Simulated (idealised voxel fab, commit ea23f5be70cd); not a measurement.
process module | voxel ribs on slabs
cross-section cut | 180 nm wide | cells 5 nm
A cross-section is a grid of square cells, given in bands from the top down. A band is one or more rows of cells.
Each band's line starts with the height of the band's top and of its bottom, in nm. Then come its materials from left to right, each with its width in nm. One material with "throughout" fills the band from edge to edge. "air" is empty space.
Height 0 is the level under which the wafer as received is all one material. The lowest band goes on downwards, as in "0 down".
A width such as "30 to 40" changes by the same amount from each row of cells to the next, from the band's top row to its bottom row.
"no change" after a step means that no cell of the cross-section changed.
closed voids: empty space of 8 cells or more with no open way to the top, each as width x height at its distance from the left edge, in nm
after a step's settings: what the simulator itself notes on the step
overlay nm, on a step with a mask: how far to the right of its planned place the mask lay; to the left if negative
plan
1 op RECEIVE | material Si
2 op DIRECTIONAL_DEP | material SiO2 | thk nm 30
3 op DIRECTIONAL_DEP | material SiN | thk nm 20
4 op DIRECTIONAL_DEP | material aC | thk nm 15
5 op PATTERN | tone cover | mask id RIB | material resist | width nm 25 | thk nm 30 | overlay nm 0
6 op DIRECTIONAL_ETCH | etch materials aC | depth nm 15
7 op STRIP | etch materials resist
8 op DIRECTIONAL_ETCH | etch materials SiN | depth nm 10
9 op STRIP | etch materials aC
10 op DIRECTIONAL_DEP | material aC | thk nm 15
11 op PATTERN | tone cover | mask id SLAB | material resist | width nm 75 | thk nm 30 | overlay nm 0
12 op DIRECTIONAL_ETCH | etch materials aC | depth nm 15
13 op STRIP | etch materials resist
14 op DIRECTIONAL_ETCH | etch materials SiN | depth nm 10
15 op STRIP | etch materials aC
16 op FILL_DEP | material SiO2 | thk nm 25
17 op CMP | height nm 65
18 op DIRECTIONAL_DEP | material W | thk nm 5
19 op PATTERN | tone cover | mask id HEATER | material resist | width nm 35 | thk nm 15 | overlay nm 0
20 op DIRECTIONAL_ETCH | etch materials W | depth nm 5
21 op STRIP | etch materials resist
22 op CONFORMAL_DEP | material SiO2 | thk nm 10
as received, after step 1
  0 down: Si throughout
  closed voids: none
first wafer at the end, as planned
  80 to 75: air 60 | SiO2 55 | air 65
  75 to 70: SiO2 throughout
  70 to 65: SiO2 70 | W 35 | SiO2 75
  65 to 50: SiO2 throughout
  50 to 40: SiO2 75 | SiN 25 | SiO2 80
  40 to 30: SiO2 50 | SiN 75 | SiO2 55
  30 to 0: SiO2 throughout
  0 down: Si throughout
  closed voids: none
second wafer at the end: like start, like plan, one mistake
  70 to 65: air 70 | W 35 | air 75
  65 to 50: SiO2 throughout
  50 to 40: SiO2 75 | SiN 25 | SiO2 80
  40 to 30: SiO2 50 | SiN 75 | SiO2 55
  30 to 0: SiO2 throughout
  0 down: Si throughout
  closed voids: none
what went wrong: step 22 was left out
at the end the second wafer has, in cells: 76 fewer of SiO2
